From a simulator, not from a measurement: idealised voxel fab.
Process module, titled voxel transistor to metal
We display cut, a cross-section 160 nm in width whose square cells are each 5 nm.
Think of the cross-section as a grid of square cells. We describe it in bands, top to bottom, and each band covers one or more rows of those cells.
Heads up on the band format: heights come first, top then bottom, in nm. After that it's the materials left to right, each with its width in nm. A single material flagged "throughout" fills the whole band edge to edge, and "empty" means there's empty space there.
Height datum 0, below which the as-received substrate wafer is one material. Lowest band open at the bottom, running downward: "top 0, no bottom".
The two numbers in a width such as "30 to 40" mark its ends across the band: the first belongs to the top row of cells, the second to the bottom row, and from each row to the next the width moves by the same amount.
For the purposes of this document, the phrase "nothing different" attached to a step denotes that no cell within the cross-section was modified by that step.
Voids not open to the top, 8 cells minimum: see "Voids, sealed". Written width x height at distance; distance is from the left edge; nm.
Formally, on a step line, whatever follows the settings is a remark that the simulator itself makes on the step.
Among the settings permitted on a step's line is "overlay nm"; applied to a step with a mask, it specifies the extent to which the mask lay to the right of its planned position, whereas a negative figure signifies a position to the left.
Pairs, read this way: before one process step on the one hand, after it on the other, the after cross-section ending at the lowest band that changed; the step between, settings included, beneath. Same starting wafer throughout, but possibly different runs of this module, so no pair continues from the pair above unless its entry headed "Pre-processing view" says so.
### Pre-processing view
* top 0, no bottom | Si throughout
* Voids, sealed: none
### Resultant Cross-Section
* top 5, bottom 0 | SiO2 throughout
* Under the height 0 nothing was changed.
* Voids, sealed: none
What step was run between the cross-section before it and the cross-section after it, both above? CONFORMAL_DEP [material SiO2] [thk nm 5]
Pre-processing view: cross-section not repeated; it is the one shown after the step in the pair just above.
### Resultant Cross-Section
* top 20, bottom 5 | SiN throughout
* Under the height 5 nothing was changed.
* Voids, sealed: none
What step was run between the cross-section before it and the cross-section after it, both above? CONFORMAL_DEP [material SiN] [thk nm 15]
Pre-processing view: cross-section not repeated; it is the one shown after the step in the pair just above.
### Resultant Cross-Section
* top 30, bottom 20 | aC throughout
* Under the height 20 nothing was changed.
* Voids, sealed: none
What step was run between the cross-section before it and the cross-section after it, both above? DIRECTIONAL_DEP [material aC] [thk nm 10]
Pre-processing view: cross-section not repeated; it is the one shown after the step in the pair just above.
### Resultant Cross-Section
* top 60, bottom 30 | empty 35 nm, then resist 90 nm, then empty 35 nm
* Under the height 30 nothing was changed.
* Voids, sealed: none
What step was run between the cross-section before it and the cross-section after it, both above? PATTERN [tone cover] [mask id ACTIVE] [material resist] [width nm 90] [thk nm 30] [overlay nm 0]
Pre-processing view: cross-section not repeated; it is the one shown after the step in the pair just above.
### Resultant Cross-Section
* top 50, bottom 30 | empty 35 nm, then resist 90 nm, then empty 35 nm
* top 30, bottom 20 | empty 35 nm, then aC 90 nm, then empty 35 nm
* Under the height 20 nothing was changed.
* Voids, sealed: none
What step was run between the cross-section before it and the cross-section after it, both above? DIRECTIONAL_ETCH [etch materials aC] [depth nm 10]
Pre-processing view: cross-section not repeated; it is the one shown after the step in the pair just above.
### Resultant Cross-Section
* top 30, bottom 20 | empty 35 nm, then aC 90 nm, then empty 35 nm
* Under the height 20 nothing was changed.
* Voids, sealed: none
What step was run between the cross-section before it and the cross-section after it, both above? STRIP [etch materials resist]
Pre-processing view: cross-section not repeated; it is the one shown after the step in the pair just above.
### Resultant Cross-Section
* top 30, bottom 20 | empty 35 nm, then aC 90 nm, then empty 35 nm
* top 20, bottom 5 | empty 35 nm, then SiN 90 nm, then empty 35 nm
* Under the height 5 nothing was changed.
* Voids, sealed: none
What step was run between the cross-section before it and the cross-section after it, both above? DIRECTIONAL_ETCH [etch materials SiN] [depth nm 15]
Pre-processing view: cross-section not repeated; it is the one shown after the step in the pair just above.
### Resultant Cross-Section
* top 30, bottom 20 | empty 35 nm, then aC 90 nm, then empty 35 nm
* top 20, bottom 5 | empty 35 nm, then SiN 90 nm, then empty 35 nm
* top 5, bottom 0 | empty 35 nm, then SiO2 90 nm, then empty 35 nm
* Under the height 0 nothing was changed.
* Voids, sealed: none
What step was run between the cross-section before it and the cross-section after it, both above? DIRECTIONAL_ETCH [etch materials SiO2] [depth nm 5]
Pre-processing view: cross-section not repeated; it is the one shown after the step in the pair just above.
### Resultant Cross-Section
* top 30, bottom 20 | empty 35 nm, then aC 90 nm, then empty 35 nm
* top 20, bottom 5 | empty 35 nm, then SiN 90 nm, then empty 35 nm
* top 5, bottom 0 | empty 35 nm, then SiO2 90 nm, then empty 35 nm
* top 0, bottom -35 | empty 35 nm, then Si 90 nm, then empty 35 nm
* Under the height -35 nothing was changed.
* Voids, sealed: none
What step was run between the cross-section before it and the cross-section after it, both above? DIRECTIONAL_ETCH [etch materials Si] [depth nm 35]
Pre-processing view: cross-section not repeated; it is the one shown after the step in the pair just above.
### Resultant Cross-Section
* top 20, bottom 5 | empty 35 nm, then SiN 90 nm, then empty 35 nm
* Under the height 5 nothing was changed.
* Voids, sealed: none
What step was run between the cross-section before it and the cross-section after it, both above? STRIP [etch materials aC]
Pre-processing view: cross-section not repeated; it is the one shown after the step in the pair just above.
### Resultant Cross-Section
* top 25, bottom 20 | SiO2 throughout
* top 20, bottom 5 | SiO2 35 nm, then SiN 90 nm, then SiO2 35 nm
* top 5, bottom 0 | SiO2 throughout
* top 0, bottom -35 | SiO2 35 nm, then Si 90 nm, then SiO2 35 nm
* Under the height -35 nothing was changed.
* Voids, sealed: none
What step was run between the cross-section before it and the cross-section after it, both above? FILL_DEP [material SiO2] [thk nm 5]
Pre-processing view: cross-section not repeated; it is the one shown after the step in the pair just above.
### Resultant Cross-Section
* top 20, bottom 5 | SiO2 35 nm, then SiN 90 nm, then SiO2 35 nm
* Under the height 5 nothing was changed.
* Voids, sealed: none
What step was run between the cross-section before it and the cross-section after it, both above? CMP [height nm 20]
Pre-processing view: cross-section not repeated; it is the one shown after the step in the pair just above.
### Resultant Cross-Section
* top 20, bottom 10 | empty 35 nm, then SiN 90 nm, then empty 35 nm
* Under the height 10 nothing was changed.
* Voids, sealed: none
What step was run between the cross-section before it and the cross-section after it, both above? SELECTIVE_ETCH [etch materials SiO2] [depth nm 10]
Pre-processing view: cross-section not repeated; it is the one shown after the step in the pair just above.
### Resultant Cross-Section
* top 10, bottom 5 | SiO2 35 nm, then empty 90 nm, then SiO2 35 nm
* Under the height 5 nothing was changed.
* Voids, sealed: none
What step was run between the cross-section before it and the cross-section after it, both above? STRIP [etch materials SiN]
Pre-processing view: cross-section not repeated; it is the one shown after the step in the pair just above.
### Resultant Cross-Section
* top 5, bottom 0 | SiO2 30 nm, then empty 100 nm, then SiO2 30 nm
* Under the height 0 nothing was changed.
* Voids, sealed: none
What step was run between the cross-section before it and the cross-section after it, both above? SELECTIVE_ETCH [etch materials SiO2] [depth nm 5]
Pre-processing view: cross-section not repeated; it is the one shown after the step in the pair just above.
### Resultant Cross-Section
* top 5, bottom 0 | SiO2 30 nm, then empty 100 nm, then SiO2 30 nm
* top 0, bottom -5 | SiO2 throughout
* Under the height -5 nothing was changed.
* Voids, sealed: none
What step was run between the cross-section before it and the cross-section after it, both above? OXIDIZE [depth nm 5]
Pre-processing view: cross-section not repeated; it is the one shown after the step in the pair just above.
### Resultant Cross-Section
* top 25, bottom 20 | polySi 30 nm, then empty 100 nm, then polySi 30 nm
* top 20, bottom 5 | polySi throughout
* top 5, bottom 0 | SiO2 30 nm, then polySi 100 nm, then SiO2 30 nm
* Under the height 0 nothing was changed.
* Voids, sealed: none
What step was run between the cross-section before it and the cross-section after it, both above? DIRECTIONAL_DEP [material polySi] [thk nm 20]
Pre-processing view: cross-section not repeated; it is the one shown after the step in the pair just above.
### Resultant Cross-Section
* top 35, bottom 30 | SiCN 30 nm, then empty 100 nm, then SiCN 30 nm
* top 30, bottom 25 | SiCN throughout
* top 25, bottom 20 | polySi 30 nm, then SiCN 100 nm, then polySi 30 nm
* Under the height 20 nothing was changed.
* Voids, sealed: none
What step was run between the cross-section before it and the cross-section after it, both above? DIRECTIONAL_DEP [material SiCN] [thk nm 10]
Pre-processing view: cross-section not repeated; it is the one shown after the step in the pair just above.
### Resultant Cross-Section
* top 55, bottom 35 | empty 70 nm, then resist 20 nm, then empty 70 nm
* top 35, bottom 30 | SiCN 30 nm, then empty 40 nm, then resist 20 nm, then empty 40 nm, then SiCN 30 nm
* Under the height 30 nothing was changed.
* Voids, sealed: none
What step was run between the cross-section before it and the cross-section after it, both above? PATTERN [tone cover] [mask id GATE] [material resist] [width nm 20] [thk nm 20] [overlay nm 0]
Pre-processing view: cross-section not repeated; it is the one shown after the step in the pair just above.
### Resultant Cross-Section
* top 55, bottom 30 | empty 70 nm, then resist 20 nm, then empty 70 nm
* top 30, bottom 25 | empty 70 nm, then SiCN 20 nm, then empty 70 nm
* top 25, bottom 20 | polySi 30 nm, then empty 40 nm, then SiCN 20 nm, then empty 40 nm, then polySi 30 nm
* Under the height 20 nothing was changed.
* Voids, sealed: none
What step was run between the cross-section before it and the cross-section after it, both above? DIRECTIONAL_ETCH [etch materials SiCN] [depth nm 20]
Pre-processing view: cross-section not repeated; it is the one shown after the step in the pair just above.
### Resultant Cross-Section
* top 55, bottom 30 | empty 70 nm, then resist 20 nm, then empty 70 nm
* top 30, bottom 20 | empty 70 nm, then SiCN 20 nm, then empty 70 nm
* top 20, bottom 5 | empty 70 nm, then polySi 20 nm, then empty 70 nm
* top 5, bottom 0 | SiO2 30 nm, then empty 40 nm, then polySi 20 nm, then empty 40 nm, then SiO2 30 nm
* Under the height 0 nothing was changed.
* Voids, sealed: none
What step was run between the cross-section before it and the cross-section after it, both above? DIRECTIONAL_ETCH [etch materials polySi] [depth nm 30]
Pre-processing view: cross-section not repeated; it is the one shown after the step in the pair just above.
### Resultant Cross-Section
* top 30, bottom 20 | empty 70 nm, then SiCN 20 nm, then empty 70 nm
* Under the height 20 nothing was changed.
* Voids, sealed: none
What step was run between the cross-section before it and the cross-section after it, both above? STRIP [etch materials resist]
Pre-processing view: cross-section not repeated; it is the one shown after the step in the pair just above.
### Resultant Cross-Section
* top 35, bottom 30 | empty 65 nm, then SiN 30 nm, then empty 65 nm
* top 30, bottom 20 | empty 65 nm, then SiN 5 nm, then SiCN 20 nm, then SiN 5 nm, then empty 65 nm
* top 20, bottom 10 | empty 65 nm, then SiN 5 nm, then polySi 20 nm, then SiN 5 nm, then empty 65 nm
* top 10, bottom 5 | SiN 35 nm, then empty 30 nm, then SiN 5 nm, then polySi 20 nm, then SiN 5 nm, then empty 30 nm, then SiN 35 nm
* top 5, bottom 0 | SiO2 30 nm, then SiN 40 nm, then polySi 20 nm, then SiN 40 nm, then SiO2 30 nm
* Under the height 0 nothing was changed.
* Voids, sealed: none
What step was run between the cross-section before it and the cross-section after it, both above? CONFORMAL_DEP [material SiN] [thk nm 5]
Pre-processing view: cross-section not repeated; it is the one shown after the step in the pair just above.
### Resultant Cross-Section
* top 30, bottom 20 | empty 65 nm, then SiN 5 nm, then SiCN 20 nm, then SiN 5 nm, then empty 65 nm
* top 20, bottom 5 | empty 65 nm, then SiN 5 nm, then polySi 20 nm, then SiN 5 nm, then empty 65 nm
* top 5, bottom 0 | SiO2 30 nm, then SiN 5 nm, then empty 30 nm, then SiN 5 nm, then polySi 20 nm, then SiN 5 nm, then empty 30 nm, then SiN 5 nm, then SiO2 30 nm
* Under the height 0 nothing was changed.
* Voids, sealed: none
What step was run between the cross-section before it and the cross-section after it, both above? DIRECTIONAL_ETCH [etch materials SiN] [depth nm 5]
Pre-processing view: cross-section not repeated; it is the one shown after the step in the pair just above.
### Resultant Cross-Section
* top 30, bottom 20 | empty 65 nm, then SiN 5 nm, then SiCN 20 nm, then SiN 5 nm, then empty 65 nm
* top 20, bottom 5 | empty 65 nm, then SiN 5 nm, then polySi 20 nm, then SiN 5 nm, then empty 65 nm
* top 5, bottom 0 | empty 30 nm, then SiN 5 nm, then empty 30 nm, then SiN 5 nm, then polySi 20 nm, then SiN 5 nm, then empty 30 nm, then SiN 5 nm, then empty 30 nm
* top 0, bottom -5 | SiO2 35 nm, then empty 30 nm, then SiO2 30 nm, then empty 30 nm, then SiO2 35 nm
* Under the height -5 nothing was changed.
* Voids, sealed: none
What step was run between the cross-section before it and the cross-section after it, both above? DIRECTIONAL_ETCH [etch materials SiO2] [depth nm 5]
Pre-processing view: cross-section not repeated; it is the one shown after the step in the pair just above.
### Resultant Cross-Section
* top 30, bottom 20 | empty 65 nm, then SiN 5 nm, then SiCN 20 nm, then SiN 5 nm, then empty 65 nm
* top 20, bottom 5 | empty 65 nm, then SiN 5 nm, then polySi 20 nm, then SiN 5 nm, then empty 65 nm
* top 5, bottom 0 | empty 30 nm, then SiN 5 nm, then empty 30 nm, then SiN 5 nm, then polySi 20 nm, then SiN 5 nm, then empty 30 nm, then SiN 5 nm, then empty 30 nm
* top 0, bottom -5 | SiO2 35 nm, then empty 30 nm, then SiO2 30 nm, then empty 30 nm, then SiO2 35 nm
* top -5, bottom -15 | SiO2 35 nm, then empty 30 nm, then Si 30 nm, then empty 30 nm, then SiO2 35 nm
* Under the height -15 nothing was changed.
* Voids, sealed: none
What step was run between the cross-section before it and the cross-section after it, both above? DIRECTIONAL_ETCH [etch materials Si] [depth nm 10]
Pre-processing view: cross-section not repeated; it is the one shown after the step in the pair just above.
### Resultant Cross-Section
* top 30, bottom 20 | empty 65 nm, then SiN 5 nm, then SiCN 20 nm, then SiN 5 nm, then empty 65 nm
* top 20, bottom 5 | empty 65 nm, then SiN 5 nm, then polySi 20 nm, then SiN 5 nm, then empty 65 nm
* top 5, bottom 0 | empty 30 nm, then SiN 5 nm, then empty 20 nm, then SiGe 10 nm, then SiN 5 nm, then polySi 20 nm, then SiN 5 nm, then SiGe 10 nm, then empty 20 nm, then SiN 5 nm, then empty 30 nm
* top 0, bottom -5 | SiO2 35 nm, then empty 20 nm, then SiGe 10 nm, then SiO2 30 nm, then SiGe 10 nm, then empty 20 nm, then SiO2 35 nm
* top -5, bottom -15 | SiO2 35 nm, then SiGe 30 nm, then Si 30 nm, then SiGe 30 nm, then SiO2 35 nm
* Under the height -15 nothing was changed.
* Voids, sealed: none
What step was run between the cross-section before it and the cross-section after it, both above? EPI [material SiGe] [thk nm 10]
Pre-processing view: cross-section not repeated; it is the one shown after the step in the pair just above.
### Resultant Cross-Section
* top 40, bottom 30 | SiO2 throughout
* top 30, bottom 20 | SiO2 65 nm, then SiN 5 nm, then SiCN 20 nm, then SiN 5 nm, then SiO2 65 nm
* top 20, bottom 5 | SiO2 65 nm, then SiN 5 nm, then polySi 20 nm, then SiN 5 nm, then SiO2 65 nm
* top 5, bottom 0 | SiO2 30 nm, then SiN 5 nm, then SiO2 20 nm, then SiGe 10 nm, then SiN 5 nm, then polySi 20 nm, then SiN 5 nm, then SiGe 10 nm, then SiO2 20 nm, then SiN 5 nm, then SiO2 30 nm
* top 0, bottom -5 | SiO2 55 nm, then SiGe 10 nm, then SiO2 30 nm, then SiGe 10 nm, then SiO2 55 nm
* Under the height -5 nothing was changed.
* Voids, sealed: none
What step was run between the cross-section before it and the cross-section after it, both above? FILL_DEP [material SiO2] [thk nm 10]
Pre-processing view: cross-section not repeated; it is the one shown after the step in the pair just above.
### Resultant Cross-Section
* top 30, bottom 20 | SiO2 65 nm, then SiN 5 nm, then SiCN 20 nm, then SiN 5 nm, then SiO2 65 nm
* Under the height 20 nothing was changed.
* Voids, sealed: none
What step was run between the cross-section before it and the cross-section after it, both above? CMP [height nm 30]
Pre-processing view: cross-section not repeated; it is the one shown after the step in the pair just above.
### Resultant Cross-Section
* top 45, bottom 30 | SiO2 throughout
* Under the height 30 nothing was changed.
* Voids, sealed: none
What step was run between the cross-section before it and the cross-section after it, both above? DIRECTIONAL_DEP [material SiO2] [thk nm 15]
Pre-processing view: cross-section not repeated; it is the one shown after the step in the pair just above.
### Resultant Cross-Section
* top 45, bottom 30 | SiO2 40 nm, then empty 15 nm, then SiO2 50 nm, then empty 15 nm, then SiO2 40 nm
* top 30, bottom 20 | SiO2 40 nm, then empty 15 nm, then SiO2 10 nm, then SiN 5 nm, then SiCN 20 nm, then SiN 5 nm, then SiO2 10 nm, then empty 15 nm, then SiO2 40 nm
* top 20, bottom 5 | SiO2 40 nm, then empty 15 nm, then SiO2 10 nm, then SiN 5 nm, then polySi 20 nm, then SiN 5 nm, then SiO2 10 nm, then empty 15 nm, then SiO2 40 nm
* top 5, bottom 0 | SiO2 30 nm, then SiN 5 nm, then SiO2 5 nm, then empty 15 nm, then SiGe 10 nm, then SiN 5 nm, then polySi 20 nm, then SiN 5 nm, then SiGe 10 nm, then empty 15 nm, then SiO2 5 nm, then SiN 5 nm, then SiO2 30 nm
* top 0, bottom -5 | SiO2 40 nm, then empty 15 nm, then SiGe 10 nm, then SiO2 30 nm, then SiGe 10 nm, then empty 15 nm, then SiO2 40 nm
* Under the height -5 nothing was changed.
* Voids, sealed: none
What step was run between the cross-section before it and the cross-section after it, both above? MASKED_ETCH [tone open] [mask id CONTACT] [width nm 15] [pitch nm 65] [etch materials SiO2] [depth nm 50] [overlay nm 0]
Pre-processing view: cross-section not repeated; it is the one shown after the step in the pair just above.
### Resultant Cross-Section
* top 50, bottom 45 | TiN 45 nm, then empty 5 nm, then TiN 60 nm, then empty 5 nm, then TiN 45 nm
* top 45, bottom 30 | SiO2 40 nm, then TiN 5 nm, then empty 5 nm, then TiN 5 nm, then SiO2 50 nm, then TiN 5 nm, then empty 5 nm, then TiN 5 nm, then SiO2 40 nm
* top 30, bottom 20 | SiO2 40 nm, then TiN 5 nm, then empty 5 nm, then TiN 5 nm, then SiO2 10 nm, then SiN 5 nm, then SiCN 20 nm, then SiN 5 nm, then SiO2 10 nm, then TiN 5 nm, then empty 5 nm, then TiN 5 nm, then SiO2 40 nm
* top 20, bottom 5 | SiO2 40 nm, then TiN 5 nm, then empty 5 nm, then TiN 5 nm, then SiO2 10 nm, then SiN 5 nm, then polySi 20 nm, then SiN 5 nm, then SiO2 10 nm, then TiN 5 nm, then empty 5 nm, then TiN 5 nm, then SiO2 40 nm
* top 5, bottom 0 | SiO2 30 nm, then SiN 5 nm, then SiO2 5 nm, then TiN 5 nm, then empty 5 nm, then TiN 5 nm, then SiGe 10 nm, then SiN 5 nm, then polySi 20 nm, then SiN 5 nm, then SiGe 10 nm, then TiN 5 nm, then empty 5 nm, then TiN 5 nm, then SiO2 5 nm, then SiN 5 nm, then SiO2 30 nm
* top 0, bottom -5 | SiO2 40 nm, then TiN 15 nm, then SiGe 10 nm, then SiO2 30 nm, then SiGe 10 nm, then TiN 15 nm, then SiO2 40 nm
* Under the height -5 nothing was changed.
* Voids, sealed: none
What step was run between the cross-section before it and the cross-section after it, both above? CONFORMAL_DEP [material TiN] [thk nm 5]
Pre-processing view: cross-section not repeated; it is the one shown after the step in the pair just above.
### Resultant Cross-Section
* top 55, bottom 50 | W throughout
* top 50, bottom 45 | TiN 45 nm, then W 5 nm, then TiN 60 nm, then W 5 nm, then TiN 45 nm
* top 45, bottom 30 | SiO2 40 nm, then TiN 5 nm, then W 5 nm, then TiN 5 nm, then SiO2 50 nm, then TiN 5 nm, then W 5 nm, then TiN 5 nm, then SiO2 40 nm
* top 30, bottom 20 | SiO2 40 nm, then TiN 5 nm, then W 5 nm, then TiN 5 nm, then SiO2 10 nm, then SiN 5 nm, then SiCN 20 nm, then SiN 5 nm, then SiO2 10 nm, then TiN 5 nm, then W 5 nm, then TiN 5 nm, then SiO2 40 nm
* top 20, bottom 5 | SiO2 40 nm, then TiN 5 nm, then W 5 nm, then TiN 5 nm, then SiO2 10 nm, then SiN 5 nm, then polySi 20 nm, then SiN 5 nm, then SiO2 10 nm, then TiN 5 nm, then W 5 nm, then TiN 5 nm, then SiO2 40 nm
* top 5, bottom 0 | SiO2 30 nm, then SiN 5 nm, then SiO2 5 nm, then TiN 5 nm, then W 5 nm, then TiN 5 nm, then SiGe 10 nm, then SiN 5 nm, then polySi 20 nm, then SiN 5 nm, then SiGe 10 nm, then TiN 5 nm, then W 5 nm, then TiN 5 nm, then SiO2 5 nm, then SiN 5 nm, then SiO2 30 nm
* Under the height 0 nothing was changed.
* Voids, sealed: none
What step was run between the cross-section before it and the cross-section after it, both above? FILL_DEP [material W] [thk nm 5]
Pre-processing view: cross-section not repeated; it is the one shown after the step in the pair just above.
### Resultant Cross-Section
* top 45, bottom 30 | SiO2 40 nm, then TiN 5 nm, then W 5 nm, then TiN 5 nm, then SiO2 50 nm, then TiN 5 nm, then W 5 nm, then TiN 5 nm, then SiO2 40 nm
* Under the height 30 nothing was changed.
* Voids, sealed: none
What step was run between the cross-section before it and the cross-section after it, both above? CMP [height nm 45]
Pre-processing view: cross-section not repeated; it is the one shown after the step in the pair just above.
### Resultant Cross-Section
* top 50, bottom 45 | TiN throughout
* Under the height 45 nothing was changed.
* Voids, sealed: none
What step was run between the cross-section before it and the cross-section after it, both above? DIRECTIONAL_DEP [material TiN] [thk nm 5]
Pre-processing view: cross-section not repeated; it is the one shown after the step in the pair just above.
### Resultant Cross-Section
* top 65, bottom 50 | Ru throughout
* Under the height 50 nothing was changed.
* Voids, sealed: none
What step was run between the cross-section before it and the cross-section after it, both above? DIRECTIONAL_DEP [material Ru] [thk nm 15]
Pre-processing view: cross-section not repeated; it is the one shown after the step in the pair just above.
### Resultant Cross-Section
* top 65, bottom 50 | empty 40 nm, then Ru 15 nm, then empty 50 nm, then Ru 15 nm, then empty 40 nm
* Under the height 50 nothing was changed.
* Voids, sealed: none
What step was run between the cross-section before it and the cross-section after it, both above? MASKED_ETCH [tone cover] [mask id METAL_1] [width nm 15] [pitch nm 65] [etch materials Ru] [depth nm 15] [overlay nm 0]
Pre-processing view: cross-section not repeated; it is the one shown after the step in the pair just above.
### Resultant Cross-Section
* top 65, bottom 50 | empty 40 nm, then Ru 15 nm, then empty 50 nm, then Ru 15 nm, then empty 40 nm
* top 50, bottom 45 | empty 40 nm, then TiN 15 nm, then empty 50 nm, then TiN 15 nm, then empty 40 nm
* Under the height 45 nothing was changed.
* Voids, sealed: none
What step was run between the cross-section before it and the cross-section after it, both above? MASKED_ETCH [tone cover] [mask id METAL_1] [width nm 15] [pitch nm 65] [etch materials TiN] [depth nm 5] [overlay nm 0]
Pre-processing view: cross-section not repeated; it is the one shown after the step in the pair just above.
### Resultant Cross-Section
* top 70, bottom 65 | lowk throughout
* top 65, bottom 50 | lowk 40 nm, then Ru 15 nm, then lowk 50 nm, then Ru 15 nm, then lowk 40 nm
* top 50, bottom 45 | lowk 40 nm, then TiN 15 nm, then lowk 50 nm, then TiN 15 nm, then lowk 40 nm
* Under the height 45 nothing was changed.
* Voids, sealed: none
What step was run between the cross-section before it and the cross-section after it, both above? FILL_DEP [material lowk] [thk nm 5]
Pre-processing view: cross-section not repeated; it is the one shown after the step in the pair just above.
### Resultant Cross-Section
* top 65, bottom 50 | lowk 40 nm, then Ru 15 nm, then lowk 50 nm, then Ru 15 nm, then lowk 40 nm
* Under the height 50 nothing was changed.
* Voids, sealed: none
What step was run between the cross-section before it and the cross-section after it, both above? CMP [height nm 65]
Pre-processing view: cross-section not repeated; it is the one shown after the step in the pair just above.
### Resultant Cross-Section
* top 70, bottom 65 | SiCN throughout
* Under the height 65 nothing was changed.
* Voids, sealed: none
What step was run between the cross-section before it and the cross-section after it, both above? CONFORMAL_DEP [material SiCN] [thk nm 5]
Pre-processing view: cross-section not repeated; it is the one shown after the step in the pair just above.
### Resultant Cross-Section
* top 95, bottom 70 | lowk throughout
* Under the height 70 nothing was changed.
* Voids, sealed: none
What step was run between the cross-section before it and the cross-section after it, both above? DIRECTIONAL_DEP [material lowk] [thk nm 25]
Pre-processing view: cross-section not repeated; it is the one shown after the step in the pair just above.
### Resultant Cross-Section
* top 95, bottom 80 | lowk 40 nm, then empty 15 nm, then lowk 50 nm, then empty 15 nm, then lowk 40 nm
* Under the height 80 nothing was changed.
* Voids, sealed: none
What step was run between the cross-section before it and the cross-section after it, both above? MASKED_ETCH [tone open] [mask id METAL_2] [width nm 15] [pitch nm 65] [etch materials lowk] [depth nm 15] [overlay nm 0]
Pre-processing view: cross-section not repeated; it is the one shown after the step in the pair just above.
### Resultant Cross-Section
* top 115, bottom 95 | resist 40 nm, then empty 15 nm, then resist 50 nm, then empty 15 nm, then resist 40 nm
* Under the height 95 nothing was changed.
* Voids, sealed: none
What step was run between the cross-section before it and the cross-section after it, both above? PATTERN [tone open] [mask id METAL_2_HOLES] [material resist] [width nm 15] [pitch nm 65] [thk nm 20] [overlay nm 0]
Pre-processing view: cross-section not repeated; it is the one shown after the step in the pair just above.
### Resultant Cross-Section
* top 115, bottom 95 | resist 40 nm, then empty 15 nm, then resist 50 nm, then empty 15 nm, then resist 40 nm
* top 95, bottom 70 | lowk 40 nm, then empty 15 nm, then lowk 50 nm, then empty 15 nm, then lowk 40 nm
* Under the height 70 nothing was changed.
* Voids, sealed: none
What step was run between the cross-section before it and the cross-section after it, both above? DIRECTIONAL_ETCH [etch materials lowk] [depth nm 10]
Pre-processing view: cross-section not repeated; it is the one shown after the step in the pair just above.
### Resultant Cross-Section
* top 115, bottom 95 | resist 40 nm, then empty 15 nm, then resist 50 nm, then empty 15 nm, then resist 40 nm
* top 95, bottom 70 | lowk 40 nm, then empty 15 nm, then lowk 50 nm, then empty 15 nm, then lowk 40 nm
* top 70, bottom 65 | SiCN 40 nm, then empty 15 nm, then SiCN 50 nm, then empty 15 nm, then SiCN 40 nm
* Under the height 65 nothing was changed.
* Voids, sealed: none
What step was run between the cross-section before it and the cross-section after it, both above? DIRECTIONAL_ETCH [etch materials SiCN] [depth nm 5]
Pre-processing view: cross-section not repeated; it is the one shown after the step in the pair just above.
### Resultant Cross-Section
* top 95, bottom 70 | lowk 40 nm, then empty 15 nm, then lowk 50 nm, then empty 15 nm, then lowk 40 nm
* Under the height 70 nothing was changed.
* Voids, sealed: none
What step was run between the cross-section before it and the cross-section after it, both above? STRIP [etch materials resist]
Pre-processing view: cross-section not repeated; it is the one shown after the step in the pair just above.
### Resultant Cross-Section
* top 100, bottom 95 | TiN 45 nm, then empty 5 nm, then TiN 60 nm, then empty 5 nm, then TiN 45 nm
* top 95, bottom 70 | lowk 40 nm, then TiN 5 nm, then empty 5 nm, then TiN 5 nm, then lowk 50 nm, then TiN 5 nm, then empty 5 nm, then TiN 5 nm, then lowk 40 nm
* top 70, bottom 65 | SiCN 40 nm, then TiN 15 nm, then SiCN 50 nm, then TiN 15 nm, then SiCN 40 nm
* Under the height 65 nothing was changed.
* Voids, sealed: none
What step was run between the cross-section before it and the cross-section after it, both above? CONFORMAL_DEP [material TiN] [thk nm 5]
Pre-processing view: cross-section not repeated; it is the one shown after the step in the pair just above.
### Resultant Cross-Section
* top 110, bottom 100 | Cu throughout
* top 100, bottom 95 | TiN 45 nm, then Cu 5 nm, then TiN 60 nm, then Cu 5 nm, then TiN 45 nm
* top 95, bottom 70 | lowk 40 nm, then TiN 5 nm, then Cu 5 nm, then TiN 5 nm, then lowk 50 nm, then TiN 5 nm, then Cu 5 nm, then TiN 5 nm, then lowk 40 nm
* Under the height 70 nothing was changed.
* Voids, sealed: none
What step was run between the cross-section before it and the cross-section after it, both above? FILL_DEP [material Cu] [thk nm 10]
Pre-processing view: cross-section not repeated; it is the one shown after the step in the pair just above.
### Resultant Cross-Section
* top 95, bottom 70 | lowk 40 nm, then TiN 5 nm, then Cu 5 nm, then TiN 5 nm, then lowk 50 nm, then TiN 5 nm, then Cu 5 nm, then TiN 5 nm, then lowk 40 nm
* Under the height 70 nothing was changed.
* Voids, sealed: none
What step was run between the cross-section before it and the cross-section after it, both above? CMP [height nm 95]
Pre-processing view: cross-section not repeated; it is the one shown after the step in the pair just above.
### Resultant Cross-Section
* top 100, bottom 95 | SiCN throughout
* Under the height 95 nothing was changed.
* Voids, sealed: none
What step was run between the cross-section before it and the cross-section after it, both above? CONFORMAL_DEP [material SiCN] [thk nm 5]
### Pre-processing view
* top 110, bottom 100 | Cu throughout
* top 100, bottom 95 | TiN 45 nm, then Cu 5 nm, then TiN 60 nm, then Cu 5 nm, then TiN 45 nm
* top 95, bottom 70 | lowk 40 nm, then TiN 5 nm, then Cu 5 nm, then TiN 5 nm, then lowk 50 nm, then TiN 5 nm, then Cu 5 nm, then TiN 5 nm, then lowk 40 nm
* top 70, bottom 65 | SiCN 40 nm, then TiN 15 nm, then SiCN 50 nm, then TiN 15 nm, then SiCN 40 nm
* top 65, bottom 50 | lowk 40 nm, then Ru 15 nm, then lowk 50 nm, then Ru 15 nm, then lowk 40 nm
* top 50, bottom 45 | lowk 40 nm, then TiN 15 nm, then lowk 50 nm, then TiN 15 nm, then lowk 40 nm
* top 45, bottom 30 | SiO2 40 nm, then TiN 5 nm, then W 5 nm, then TiN 5 nm, then SiO2 50 nm, then TiN 5 nm, then W 5 nm, then TiN 5 nm, then SiO2 40 nm
* top 30, bottom 20 | SiO2 40 nm, then TiN 5 nm, then W 5 nm, then TiN 5 nm, then SiO2 10 nm, then SiN 5 nm, then SiCN 20 nm, then SiN 5 nm, then SiO2 10 nm, then TiN 5 nm, then W 5 nm, then TiN 5 nm, then SiO2 40 nm
* top 20, bottom 5 | SiO2 40 nm, then TiN 5 nm, then W 5 nm, then TiN 5 nm, then SiO2 10 nm, then SiN 5 nm, then polySi 20 nm, then SiN 5 nm, then SiO2 10 nm, then TiN 5 nm, then W 5 nm, then TiN 5 nm, then SiO2 40 nm
* top 5, bottom 0 | SiO2 30 nm, then SiN 5 nm, then SiO2 5 nm, then TiN 5 nm, then W 5 nm, then TiN 5 nm, then SiGe 10 nm, then SiN 5 nm, then polySi 20 nm, then SiN 5 nm, then SiGe 10 nm, then TiN 5 nm, then W 5 nm, then TiN 5 nm, then SiO2 5 nm, then SiN 5 nm, then SiO2 30 nm
* top 0, bottom -5 | SiO2 40 nm, then TiN 15 nm, then SiGe 10 nm, then SiO2 30 nm, then SiGe 10 nm, then TiN 15 nm, then SiO2 40 nm
* top -5, bottom -15 | SiO2 35 nm, then SiGe 30 nm, then Si 30 nm, then SiGe 30 nm, then SiO2 35 nm
* top -15, bottom -35 | SiO2 35 nm, then Si 90 nm, then SiO2 35 nm
* top -35, no bottom | Si throughout
* Voids, sealed: none
### Resultant Cross-Section
* top 115, bottom 110 | SiCN throughout
* Under the height 110 nothing was changed.
* Voids, sealed: none
What step was run between the cross-section before it and the cross-section after it, both above? CONFORMAL_DEP [material SiCN] [thk nm 5]
